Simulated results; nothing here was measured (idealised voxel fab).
Process module in this document: voxel self aligned contacts
The figure presents cross-section cut, which has a width of 165 nm and is divided into square cells with an edge length of 5 nm.
How to read a cross-section here: the picture is a grid of square cells, written as bands going from the top down, and any band can span one or more rows of cells. Each band's line starts with the height of the band's top and of its bottom, in nm. Then come its materials from left to right, each with its width in nm. One material with "edge to edge" fills the band from edge to edge. "air" is empty space. Heads up on the height convention: 0 is the point under which the incoming wafer is all one material, and the lowest band has no bottom, it just keeps going down, like "0 and below". Width: "30 to 40" (first number = top row, second number = bottom row, same change from row to row of cells). Step marked "nothing altered"? Then no cell in the cross-section changed in it. The list in "Enclosed void listing" covers empty spaces of 8 cells or more that cannot reach the top through any open way, and it gives each as width x height at distance; the distance is from the left edge, and width, height and distance are in nm. On a step's line, text after the settings is the simulator commenting on that step. Steps that use a mask can have "overlay nm" on their line. It says how far the mask sat to the right of where it was meant to be. Negative means to the left.

**Planned process steps**
| 1 | RECEIVE [material Si] |
| 2 | OXIDIZE [depth nm 5] |
| 3 | DIRECTIONAL_DEP [material polySi] [thk nm 30] |
| 4 | DIRECTIONAL_DEP [material SiN] [thk nm 15] |
| 5 | PATTERN [tone cover] [mask id GATE] [material resist] [width nm 30] [pitch nm 60] [thk nm 15] [overlay nm 0] |
| 6 | DIRECTIONAL_ETCH [etch materials SiN] [depth nm 15] |
| 7 | DIRECTIONAL_ETCH [etch materials polySi] [depth nm 30] |
| 8 | STRIP [etch materials resist] |
| 9 | CONFORMAL_DEP [material SiN] [thk nm 5] |
| 10 | DIRECTIONAL_ETCH [etch materials SiN] [depth nm 5] |
| 11 | FILL_DEP [material SiO2] [thk nm 20] |
| 12 | CMP [height nm 55] |
| 13 | PATTERN [tone open] [mask id CONTACT] [material resist] [width nm 40] [thk nm 15] [overlay nm 0] |
| 14 | DIRECTIONAL_ETCH [etch materials SiO2] [depth nm 60] |
| 15 | STRIP [etch materials resist] |
| 16 | CONFORMAL_DEP [material TiN] [thk nm 5] |
| 17 | FILL_DEP [material Ru] [thk nm 10] |
| 18 | CMP [height nm 55] |
| 19 | CONFORMAL_DEP [material SiN] [thk nm 5] |

**Wafer as received: cross-section following step 1**
- 0 and below: Si edge to edge
- Enclosed void listing: none

**Starting structure and process plan are as shown above, but one mistake was made in running the module; the wafer cross-section at the end of the module follows**
- 60 down to 55: SiN edge to edge
- 55 down to 45: SiO2 (60), then TiN (5 to 15), then Ru (30 to 10), then TiN (5 to 15), then SiO2 (65)
- 45 down to 20: SiO2 (30), then SiN (5), then polySi (30), then SiN (5), then TiN (5), then Ru (10), then TiN (5), then SiN (5), then polySi (30), then SiN (5), then SiO2 (35)
- 20 down to 15: SiO2 (30), then SiN (5), then polySi (30), then SiN (5), then TiN (20), then SiN (5), then polySi (30), then SiN (5), then SiO2 (35)
- 15 down to 0: polySi edge to edge
- 0 down to -5: SiO2 edge to edge
- -5 and below: Si edge to edge
- Enclosed void listing: none
Finding, execution versus plan: step 4 did not happen as planned, as run it was DIRECTIONAL_DEP [material polySi] [thk nm 15]
